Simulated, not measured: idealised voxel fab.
process module | voxel quadruple lines
cross-section cut | 245 nm wide | cells 5 nm
A cross-section is a grid of square cells, given in bands from the top down. A band is one or more rows of cells.
Each band's line starts with the height of the band's top and of its bottom, in nm. Then come its materials from left to right, each with its width in nm. One material with "throughout" fills the band from edge to edge. "air" is empty space.
Height 0 is the level under which the wafer as received is all one material. The lowest band goes on downwards, as in "0 down".
A width such as "30 to 40" changes by the same amount from each row of cells to the next, from the band's top row to its bottom row.
"no change" after a step means that no cell of the cross-section changed.
closed voids: empty space of 8 cells or more with no open way to the top, each as width x height at its distance from the left edge, in nm
after a step's settings: what the simulator itself notes on the step
overlay nm, on a step with a mask: how far to the right of its planned place the mask lay; to the left if negative
plan
1 op RECEIVE | material Si
2 op CONFORMAL_DEP | material Al2O3 | thk nm 5
3 op DIRECTIONAL_DEP | material TiN | thk nm 10
4 op DIRECTIONAL_DEP | material polySi | thk nm 20
5 op DIRECTIONAL_DEP | material aC | thk nm 25
6 op PATTERN | tone cover | mask id MANDREL | material resist | width nm 35 | pitch nm 100 | thk nm 30 | overlay nm 0
7 op DIRECTIONAL_ETCH | etch materials aC | depth nm 25
8 op STRIP | etch materials resist
9 op CONFORMAL_DEP | material SiO2 | thk nm 15
10 op DIRECTIONAL_ETCH | etch materials SiO2 | depth nm 15
11 op STRIP | etch materials aC
12 op DIRECTIONAL_ETCH | etch materials polySi | depth nm 20
13 op STRIP | etch materials SiO2
14 op CONFORMAL_DEP | material SiCN | thk nm 10
15 op DIRECTIONAL_ETCH | etch materials SiCN | depth nm 10
16 op STRIP | etch materials polySi
17 op DIRECTIONAL_ETCH | etch materials TiN | depth nm 10
18 op STRIP | etch materials SiCN
first wafer, as planned
as received, after step 1
  0 down: Si throughout
  closed voids: none
after step 2
  5 to 0: Al2O3 throughout
  below 0: unchanged
after step 3
  15 to 5: TiN throughout
  below 5: unchanged
after step 4
  35 to 15: polySi throughout
  below 15: unchanged
after step 5
  60 to 35: aC throughout
  below 35: unchanged
after step 6
  90 to 60: air 55 | resist 35 | air 65 | resist 35 | air 55
  below 60: unchanged
after step 7
  65 to 60: air 55 | resist 35 | air 65 | resist 35 | air 55
  60 to 35: air 55 | aC 35 | air 65 | aC 35 | air 55
  below 35: unchanged
after step 8
  60 to 35: air 55 | aC 35 | air 65 | aC 35 | air 55
  below 35: unchanged
after step 9
  75 to 60: air 40 | SiO2 65 | air 35 | SiO2 65 | air 40
  60 to 50: air 40 | SiO2 15 | aC 35 | SiO2 15 | air 35 | SiO2 15 | aC 35 | SiO2 15 | air 40
  50 to 35: SiO2 55 | aC 35 | SiO2 65 | aC 35 | SiO2 55
  below 35: unchanged
after step 10
  60 to 35: air 40 | SiO2 15 | aC 35 | SiO2 15 | air 35 | SiO2 15 | aC 35 | SiO2 15 | air 40
  below 35: unchanged
after step 11
  60 to 35: air 40 | SiO2 15 | air 35 | SiO2 15 | air 35 | SiO2 15 | air 35 | SiO2 15 | air 40
  below 35: unchanged
after step 12
  60 to 35: air 40 | SiO2 15 | air 35 | SiO2 15 | air 35 | SiO2 15 | air 35 | SiO2 15 | air 40
  35 to 15: air 40 | polySi 15 | air 35 | polySi 15 | air 35 | polySi 15 | air 35 | polySi 15 | air 40
  below 15: unchanged
after step 13
  35 to 15: air 40 | polySi 15 | air 35 | polySi 15 | air 35 | polySi 15 | air 35 | polySi 15 | air 40
  below 15: unchanged
after step 14
  45 to 35: air 30 | SiCN 35 | air 15 | SiCN 35 | air 15 | SiCN 35 | air 15 | SiCN 35 | air 30
  35 to 25: air 30 | SiCN 10 | polySi 15 | SiCN 10 | air 15 | SiCN 10 | polySi 15 | SiCN 10 | air 15 | SiCN 10 | polySi 15 | SiCN 10 | air 15 | SiCN 10 | polySi 15 | SiCN 10 | air 30
  25 to 15: SiCN 40 | polySi 15 | SiCN 35 | polySi 15 | SiCN 35 | polySi 15 | SiCN 35 | polySi 15 | SiCN 40
  below 15: unchanged
after step 15
  35 to 15: air 30 | SiCN 10 | polySi 15 | SiCN 10 | air 15 | SiCN 10 | polySi 15 | SiCN 10 | air 15 | SiCN 10 | polySi 15 | SiCN 10 | air 15 | SiCN 10 | polySi 15 | SiCN 10 | air 30
  below 15: unchanged
after step 16
  35 to 15: air 30 | SiCN 10 | air 15 | SiCN 10 | air 15 | SiCN 10 | air 15 | SiCN 10 | air 15 | SiCN 10 | air 15 | SiCN 10 | air 15 | SiCN 10 | air 15 | SiCN 10 | air 30
  below 15: unchanged
after step 17
  35 to 15: air 30 | SiCN 10 | air 15 | SiCN 10 | air 15 | SiCN 10 | air 15 | SiCN 10 | air 15 | SiCN 10 | air 15 | SiCN 10 | air 15 | SiCN 10 | air 15 | SiCN 10 | air 30
  15 to 5: air 30 | TiN 10 | air 15 | TiN 10 | air 15 | TiN 10 | air 15 | TiN 10 | air 15 | TiN 10 | air 15 | TiN 10 | air 15 | TiN 10 | air 15 | TiN 10 | air 30
  below 5: unchanged
after step 18
  15 to 5: air 30 | TiN 10 | air 15 | TiN 10 | air 15 | TiN 10 | air 15 | TiN 10 | air 15 | TiN 10 | air 15 | TiN 10 | air 15 | TiN 10 | air 15 | TiN 10 | air 30
  below 5: unchanged
second wafer: like start, like plan, one mistake. Through step 5 it matches the first wafer
when step 6 should have ended
  90 to 60: resist 55 | air 35 | resist 65 | air 35 | resist 55
  below 60: unchanged
when step 7 should have ended
  65 to 60: resist 55 | air 35 | resist 65 | air 35 | resist 55
  60 to 35: aC 55 | air 35 | aC 65 | air 35 | aC 55
  below 35: unchanged
when step 8 should have ended
  60 to 35: aC 55 | air 35 | aC 65 | air 35 | aC 55
  below 35: unchanged
when step 9 should have ended
  75 to 60: SiO2 70 | air 5 | SiO2 95 | air 5 | SiO2 70
  60 to 50: aC 55 | SiO2 15 | air 5 | SiO2 15 | aC 65 | SiO2 15 | air 5 | SiO2 15 | aC 55
  50 to 35: aC 55 | SiO2 35 | aC 65 | SiO2 35 | aC 55
  below 35: unchanged
when step 10 should have ended
  60 to 35: aC 55 | SiO2 15 | air 5 | SiO2 15 | aC 65 | SiO2 15 | air 5 | SiO2 15 | aC 55
  below 35: unchanged
when step 11 should have ended
  60 to 35: air 55 | SiO2 15 | air 5 | SiO2 15 | air 65 | SiO2 15 | air 5 | SiO2 15 | air 55
  below 35: unchanged
when step 12 should have ended
  60 to 35: air 55 | SiO2 15 | air 5 | SiO2 15 | air 65 | SiO2 15 | air 5 | SiO2 15 | air 55
  35 to 15: air 55 | polySi 15 | air 5 | polySi 15 | air 65 | polySi 15 | air 5 | polySi 15 | air 55
  below 15: unchanged
when step 13 should have ended
  35 to 15: air 55 | polySi 15 | air 5 | polySi 15 | air 65 | polySi 15 | air 5 | polySi 15 | air 55
  below 15: unchanged
when step 14 should have ended
  45 to 35: air 45 | SiCN 55 | air 45 | SiCN 55 | air 45
  35 to 25: air 45 | SiCN 10 | polySi 15 | SiCN 5 | polySi 15 | SiCN 10 | air 45 | SiCN 10 | polySi 15 | SiCN 5 | polySi 15 | SiCN 10 | air 45
  25 to 15: SiCN 55 | polySi 15 | SiCN 5 | polySi 15 | SiCN 65 | polySi 15 | SiCN 5 | polySi 15 | SiCN 55
  below 15: unchanged
when step 15 should have ended
  35 to 15: air 45 | SiCN 10 | polySi 15 | SiCN 5 | polySi 15 | SiCN 10 | air 45 | SiCN 10 | polySi 15 | SiCN 5 | polySi 15 | SiCN 10 | air 45
  below 15: unchanged
when step 16 should have ended
  35 to 15: air 45 | SiCN 10 | air 15 | SiCN 5 | air 15 | SiCN 10 | air 45 | SiCN 10 | air 15 | SiCN 5 | air 15 | SiCN 10 | air 45
  below 15: unchanged
when step 17 should have ended
  35 to 15: air 45 | SiCN 10 | air 15 | SiCN 5 | air 15 | SiCN 10 | air 45 | SiCN 10 | air 15 | SiCN 5 | air 15 | SiCN 10 | air 45
  15 to 5: air 45 | TiN 10 | air 15 | TiN 5 | air 15 | TiN 10 | air 45 | TiN 10 | air 15 | TiN 5 | air 15 | TiN 10 | air 45
  below 5: unchanged
when step 18 should have ended
  15 to 5: air 45 | TiN 10 | air 15 | TiN 5 | air 15 | TiN 10 | air 45 | TiN 10 | air 15 | TiN 5 | air 15 | TiN 10 | air 45
  below 5: unchanged
what went wrong: step 6 ran as: op PATTERN | tone open | mask id MANDREL | material resist | width nm 35 | pitch nm 100 | thk nm 30 | overlay nm 0
at the end the second wafer has, in cells: 12 fewer of TiN
